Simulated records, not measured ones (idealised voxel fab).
Process module heading - voxel wiring stack
Xsec cut, 255 nm wide, square cell size 5 nm.
In this document a cross-section is written as a grid of square cells. It is given as a series of bands, listed from the top down, and a band is one or more rows of cells. The band entry comprises the height of the band's top followed by the height of its bottom, expressed in nm, and subsequently the band's materials from left to right, each stated together with its width in nm. Where a single material is marked with the word "full width", that material fills the band from edge to edge. The word "empty" represents empty space. Heights from 0 (as-received wafer is one material below). Bottom band endless downward, as "0..down". So if you see something like "30->40" for the width, read it as the top row of the band sitting at the first number and the bottom row at the second, with every row in between moving by the same amount as the last. Reading "no change" for a step: not a cell of the cross-section changed in it. The entry "Listed closed voids" lists the empty spaces that cover at least 8 cells and have no open path to the top. Each is written as width x height at distance, where the distance is measured from the left edge and all three values are in nm. Step line, after settings: the simulator's comment on this step. The setting "overlay nm" may be written on the line of a step. When the step uses a mask, the value reports how far to the right of the planned place the mask lay, and a negative value reports that it lay to the left.

### Process steps - plan
1,RECEIVE (material Si)
2,CONFORMAL_DEP (material SiO2; thk nm 15)
3,DIRECTIONAL_DEP (material TiN; thk nm 5)
4,DIRECTIONAL_DEP (material Ru; thk nm 20)
5,MASKED_ETCH (tone cover; mask id METAL_1; width nm 30; pitch nm 60; etch materials Ru; depth nm 20; overlay nm 0)
6,MASKED_ETCH (tone cover; mask id METAL_1; width nm 30; pitch nm 60; etch materials TiN; depth nm 5; overlay nm 0)
7,CONFORMAL_DEP (material SiN; thk nm 5)
8,FILL_DEP (material SiO2; thk nm 10)
9,CMP (height nm 40)
10,CONFORMAL_DEP (material SiCN; thk nm 5)
11,DIRECTIONAL_DEP (material lowk; thk nm 30)
12,PATTERN (tone open; mask id METAL_2; material resist; width nm 30; pitch nm 60; thk nm 15; overlay nm 0)
13,DIRECTIONAL_ETCH (etch materials lowk; depth nm 20)
14,STRIP (etch materials resist)
15,MASKED_ETCH (tone open; mask id METAL_2_HOLES; width nm 15; pitch nm 120; etch materials lowk; depth nm 10; overlay nm 0)
16,MASKED_ETCH (tone open; mask id METAL_2_HOLES; width nm 15; pitch nm 120; etch materials SiCN; depth nm 5; overlay nm 0)
17,CONFORMAL_DEP (material TiN; thk nm 5)
18,FILL_DEP (material Cu; thk nm 5)
19,CMP (height nm 75)
20,CONFORMAL_DEP (material SiCN; thk nm 5)
21,DIRECTIONAL_DEP (material SiO2; thk nm 30)
22,MASKED_ETCH (tone open; mask id METAL_3; width nm 30; pitch nm 60; etch materials SiO2; depth nm 15; overlay nm 0)
23,MASKED_ETCH (tone open; mask id METAL_3_HOLES; width nm 15; pitch nm 120; etch materials SiO2; depth nm 15; overlay nm 0)
24,MASKED_ETCH (tone open; mask id METAL_3_HOLES; width nm 15; pitch nm 120; etch materials SiCN; depth nm 5; overlay nm 0)
25,CONFORMAL_DEP (material TiN; thk nm 5)
26,FILL_DEP (material Cu; thk nm 10)
27,CMP (height nm 110)
28,CONFORMAL_DEP (material SiCN; thk nm 5)
29,DIRECTIONAL_DEP (material SiO2; thk nm 30)
30,PATTERN (tone open; mask id METAL_4; material resist; width nm 30; pitch nm 60; thk nm 15; overlay nm 0)
31,DIRECTIONAL_ETCH (etch materials SiO2; depth nm 15)
32,STRIP (etch materials resist)
33,MASKED_ETCH (tone open; mask id METAL_4_HOLES; width nm 15; pitch nm 60; etch materials SiO2; depth nm 15; overlay nm 0)
34,MASKED_ETCH (tone open; mask id METAL_4_HOLES; width nm 15; pitch nm 60; etch materials SiCN; depth nm 5; overlay nm 0)
35,CONFORMAL_DEP (material TiN; thk nm 5)
36,FILL_DEP (material Cu; thk nm 10)
37,CMP (height nm 145)
38,CONFORMAL_DEP (material SiN; thk nm 5)

### As-received wafer cross-section (after step 1)
    0..down | Si full width
    Listed closed voids: none

### Starting wafer: above. Plan: above. Run: one mistake. Cross-section after the module: below
    150..145 | SiN full width
    145..135 | SiO2 20, TiN 5, Cu 20, TiN 5, SiO2 30, TiN 5, Cu 20, TiN 5, SiO2 30, TiN 5, Cu 20, TiN 5, SiO2 30, TiN 5, Cu 20, TiN 5, SiO2 25
    135..130 | SiO2 20, TiN 5, Cu 5, TiN 20, SiO2 30, TiN 5, Cu 5, TiN 20, SiO2 30, TiN 5, Cu 5, TiN 20, SiO2 30, TiN 5, Cu 5, TiN 20, SiO2 25
    130..115 | SiO2 20, TiN 5, Cu 5, TiN 5, SiO2 45, TiN 5, Cu 5, TiN 5, SiO2 45, TiN 5, Cu 5, TiN 5, SiO2 45, TiN 5, Cu 5, TiN 5, SiO2 40
    115..110 | SiCN 20, TiN 15, SiCN 45, TiN 15, SiCN 45, TiN 15, SiCN 45, TiN 15, SiCN 40
    110..100 | SiO2 20, TiN 5, Cu 15, TiN 5, SiO2 40, TiN 5, Cu 10, TiN 5, SiO2 35, TiN 5, Cu 15, TiN 5, SiO2 40, TiN 5, Cu 10, TiN 5, SiO2 30
    100..95 | SiO2 20, TiN 25, SiO2 40, TiN 20, SiO2 35, TiN 25, SiO2 40, TiN 20, SiO2 30
    95..80 | SiO2 25, TiN 10, SiO2 110, TiN 10, SiO2 100
    80..75 | SiCN 25, TiN 10, SiCN 110, TiN 10, SiCN 100
    75..60 | lowk 20, TiN 5, Cu 20, TiN 5, lowk 30, TiN 5, Cu 20, TiN 5, lowk 30, TiN 5, Cu 20, TiN 5, lowk 30, TiN 5, Cu 20, TiN 5, lowk 25
    60..55 | lowk 20, TiN 5, Cu 5, TiN 20, lowk 30, TiN 30, lowk 30, TiN 5, Cu 5, TiN 20, lowk 30, TiN 30, lowk 25
    55..45 | lowk 20, TiN 5, Cu 5, TiN 5, lowk 105, TiN 5, Cu 5, TiN 5, lowk 100
    45..40 | SiCN 20, TiN 15, SiCN 105, TiN 15, SiCN 100
    40..20 | SiO2 15, SiN 5, Ru 30, SiN 5, SiO2 20, SiN 5, Ru 30, SiN 5, SiO2 20, SiN 5, Ru 30, SiN 5, SiO2 20, SiN 5, Ru 30, SiN 5, SiO2 20
    20..15 | SiN 20, TiN 30, SiN 30, TiN 30, SiN 30, TiN 30, SiN 30, TiN 30, SiN 25
    15..0 | SiO2 full width
    0..down | Si full width
    Listed closed voids: none
Processing error: step 22, actual vs plan mismatch, actual run MASKED_ETCH (tone open; mask id METAL_3; width nm 20; pitch nm 60; etch materials SiO2; depth nm 15; overlay nm 0)
